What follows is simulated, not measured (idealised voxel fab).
process module | voxel double patterning
cross-section cut | 170 nm wide | cells 5 nm
A cross-section is a grid of square cells, given in bands from the top down. A band is one or more rows of cells.
Each band's line starts with the height of the band's top and of its bottom, in nm. Then come its materials from left to right, each with its width in nm. One material with "throughout" fills the band from edge to edge. "air" is empty space.
Height 0 is the level under which the wafer as received is all one material. The lowest band goes on downwards, as in "0 down".
A width such as "30 to 40" changes by the same amount from each row of cells to the next, from the band's top row to its bottom row.
"no change" after a step means that no cell of the cross-section changed.
closed voids: empty space of 8 cells or more with no open way to the top, each as width x height at its distance from the left edge, in nm
after a step's settings: what the simulator itself notes on the step
overlay nm, on a step with a mask: how far to the right of its planned place the mask lay; to the left if negative
plan
1 op RECEIVE | material Si
2 op CONFORMAL_DEP | material SiN | thk nm 10
3 op DIRECTIONAL_DEP | material SiO2 | thk nm 15
4 op DIRECTIONAL_DEP | material SiCN | thk nm 5
5 op PATTERN | tone open | mask id FIRST | material resist | width nm 15 | pitch nm 50 | thk nm 15 | overlay nm 0
6 op DIRECTIONAL_ETCH | etch materials SiCN | depth nm 5
7 op STRIP | etch materials resist
8 op DIRECTIONAL_DEP | material aC | thk nm 10
9 op PATTERN | tone open | mask id SECOND | material resist | width nm 15 | thk nm 30 | overlay nm 0
10 op DIRECTIONAL_ETCH | etch materials aC | depth nm 10
11 op STRIP | etch materials resist
12 op DIRECTIONAL_ETCH | etch materials SiCN | depth nm 5
13 op STRIP | etch materials aC
14 op DIRECTIONAL_ETCH | etch materials SiO2 | depth nm 15
15 op STRIP | etch materials SiCN
as received, after step 1
  0 down: Si throughout
  closed voids: none
first wafer at the end, as planned
  25 to 10: SiO2 50 | air 15 | SiO2 10 | air 15 | SiO2 10 | air 15 | SiO2 55
  10 to 0: SiN throughout
  0 down: Si throughout
  closed voids: none
second wafer at the end: like start, like plan, one mistake
  25 to 15: SiN throughout
  15 to 0: SiO2 throughout
  0 down: Si throughout
  closed voids: none
what went wrong: steps 2 and 3 were swapped
at the end the second wafer has, in cells: 27 more of SiO2
